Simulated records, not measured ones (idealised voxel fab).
process module | voxel plated lines
This is section cut - it's 225 nm across, gridded in 5 nm square cells.
Throughout this document, each cross-section is represented as a grid of square cells and is presented as a sequence of bands enumerated from the top downward, where a band comprises one or more rows of cells. Within each band entry, the heights of the top and of the bottom of the band appear first, in that order and in nm; the materials of the band then follow from left to right, each with its corresponding width in nm. The designation "throughout" on a single material indicates that it fills the band from edge to edge; the designation "blank" indicates empty space. Heads up on the height convention: 0 is the point under which the incoming wafer is all one material, and the lowest band has no bottom, it just keeps going down, like "from 0 down". Width: "30 to 40" (first number = top row, second number = bottom row, same change from row to row of cells). Where a step carries "no modification", the cross-section came out of it unchanged, cell for cell. This entry, "Tabulated closed voids", enumerates those empty regions of no fewer than 8 cells that possess no open connection to the top. Each region is reported in the form width x height at distance, the distance being taken from the left edge, with all three quantities expressed in nm. Whatever follows a step's settings on its line is a remark the simulator itself makes about that step. overlay nm: mask right of planned place by this much (step with mask). Neg. = left.

Steps in the process plan
step 1: RECEIVE with material Si
step 2: CONFORMAL_DEP with material SiN, thk nm 10
step 3: DIRECTIONAL_DEP with material TiN, thk nm 5
step 4: PATTERN with tone open, mask id LINES, material resist, width nm 30, pitch nm 45, thk nm 40, overlay nm 0
step 5: EPI with material Ru, thk nm 5
step 6: EPI with material Ru, thk nm 10
step 7: EPI with material Ru, thk nm 5
step 8: STRIP with etch materials resist
step 9: DIRECTIONAL_ETCH with etch materials TiN, depth nm 5
step 10: CONFORMAL_DEP with material SiO2, thk nm 10

Step 1 complete: cross-section of the wafer as received
    from 0 down: Si throughout
    Tabulated closed voids: none

The first of the two wafers as seen in cross-section once the module was finished; processing followed the plan
    from 45 to 35: blank 65 nm, SiO2 95 nm, blank 65 nm
    from 35 to 20: blank 65 nm, SiO2 10 nm, Ru 30 nm, SiO2 15 nm, Ru 30 nm, SiO2 10 nm, blank 65 nm
    from 20 to 15: SiO2 75 nm, Ru 30 nm, SiO2 15 nm, Ru 30 nm, SiO2 75 nm
    from 15 to 10: SiO2 75 nm, TiN 30 nm, SiO2 15 nm, TiN 30 nm, SiO2 75 nm
    from 10 to 0: SiN throughout
    from 0 down: Si throughout
    Tabulated closed voids: none

Second of two wafers, module complete, sectioned: it shares the first wafer's start and plan but was run with one mistake
    from 45 to 35: SiO2 throughout
    from 35 to 15: Ru throughout
    from 15 to 10: TiN throughout
    from 10 to 0: SiN throughout
    from 0 down: Si throughout
    Tabulated closed voids: none
Want to know what went wrong? step 4 of the plan was jumped over and never run
Per the end-of-run cell counts, the second wafer holds more or fewer of some materials than the first: +132 Ru, -35 SiO2, +33 TiN
